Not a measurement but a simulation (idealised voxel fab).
A process module follows: voxel local oxidation.
Section shown: cut. Width: 285 nm. Cell size: 5 nm, square.
Each cross-section below is a grid of square cells, stated as bands in top-down order, with one or more rows of cells making up each band. Within each band entry, the heights of the top and of the bottom of the band appear first, in that order and in nm; the materials of the band then follow from left to right, each with its corresponding width in nm. The designation "throughout" on a single material indicates that it fills the band from edge to edge; the designation "empty" indicates empty space. Ref level 0: as-received wafer is one material below here. Bottom band extends down with no lower bound ("0..down"). Per-row width for "30..40": begins at first number (top row of band), ends at second number (bottom row), increment between rows held constant. Step marked "all unchanged"? Then no cell in the cross-section changed in it. Empty spaces counting at least 8 cells and having no open way to the top are listed in "Closed void register". The notation width x height at distance is used for each, the distance being from the left edge and all three values in nm. Formally, on a step line, whatever follows the settings is a remark that the simulator itself makes on the step. If you see "overlay nm" on a step's line and that step has a mask, it's telling you how far right of where it was planned the mask ended up; a negative number means it went left instead.
The steps planned for the process are as follows:
1) RECEIVE,material Si
2) CONFORMAL_DEP,material SiO2,thk nm 5
3) CONFORMAL_DEP,material SiN,thk nm 10
4) MASKED_ETCH,tone cover,mask id ACTIVE,width nm 110,etch materials SiN,depth nm 10,overlay nm 0
5) SELECTIVE_ETCH,etch materials SiO2,depth nm 5
6) OXIDIZE,depth nm 15
7) STRIP,etch materials SiN
Wafer cross-section on receipt, i.e. after step 1:
> 0..down: Si throughout
> Closed void register: none
First of two wafers: cross-section at end of module, run per plan:
> 5..0: empty 90 nm | SiO2 100 nm | empty 95 nm
> 0..-15: SiO2 105 nm | Si 70 nm | SiO2 110 nm
> -15..down: Si throughout
> Closed void register: none
Presented here is a cross-section of the second of the two wafers as it stood at the end of the module. It was started in the same manner and assigned the same plan as the first wafer; however, one mistake was made in its execution:
> 5..0: empty 90 nm | SiO2 100 nm | empty 95 nm
> 0..-5: SiO2 95 nm | Si 90 nm | SiO2 100 nm
> -5..down: Si throughout
> Closed void register: none
Diagnosis: step 6: run off-plan, actual operation and settings OXIDIZE,depth nm 5
It is noted that, at the conclusion of processing, the second wafer exhibits a higher or lower cell count for certain materials relative to the first: +90 Si; -90 SiO2
